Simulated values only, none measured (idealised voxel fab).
The process module presented herein is designated voxel local oxidation.
Displayed cross-section: cut, width of 210 nm, square cells sized 5 nm.
When this document writes out a cross-section, it uses a grid of square cells and lists it as bands, beginning at the top and moving down, with a band standing for one or more rows of cells. Read a band's entry like this: the first values are the height of its top and the height of its bottom in nm, and what follows is the sequence of materials from left to right, each with its width in nm. Note that "empty" is empty space, and that a single material marked "everywhere" reaches across the band from edge to edge. For the purposes of this specification, 0 denotes the height below which the wafer in its as-received condition is composed wholly of one material, and the lowermost band, lacking a lower limit, extends downward without end, as expressed in "0 nm and below". When a width is written as two numbers, as in "30..40", the first number is the width in the top row of cells of the band and the second is the width in its bottom row, and the width changes by the same amount from each row to the next. Take "no modification" at face value: in the step it is given for, the cross-section changed in none of its cells. Basically, "Enclosed cavities" tells you about the enclosed voids: empty spaces with no open way to the top, 8 cells or bigger, each written width x height at distance, where distance is from the left edge, all in nm. Read whatever lies past the settings on a step's line as the simulator's own remark about the step. "overlay nm" on a masked step: distance the mask lay right of its planned place, negative for left.
# Process steps foreseen in the plan
1. RECEIVE: material Si
2. OXIDIZE: depth nm 5
3. CONFORMAL_DEP: material SiN, thk nm 10
4. MASKED_ETCH: tone cover, mask id ACTIVE, width nm 130, etch materials SiN, depth nm 10, overlay nm 0
5. SELECTIVE_ETCH: etch materials SiO2, depth nm 5
6. OXIDIZE: depth nm 10
7. STRIP: etch materials SiN
# Incoming wafer, cross-sectional view, post step 1
	0 nm and below: Si everywhere
	Enclosed cavities: none
# This is how the wafer looks in cross-section once the module is done, given the starting state and plan above and one mistake in carrying the plan out
	0 nm to -5 nm: 45 of empty, 120 of SiO2, 45 of empty
	-5 nm to -25 nm: 65 of SiO2, 80 of Si, 65 of SiO2
	-25 nm and below: Si everywhere
	Enclosed cavities: none
The plan and the run diverged here: step 6 ran as: OXIDIZE: depth nm 20
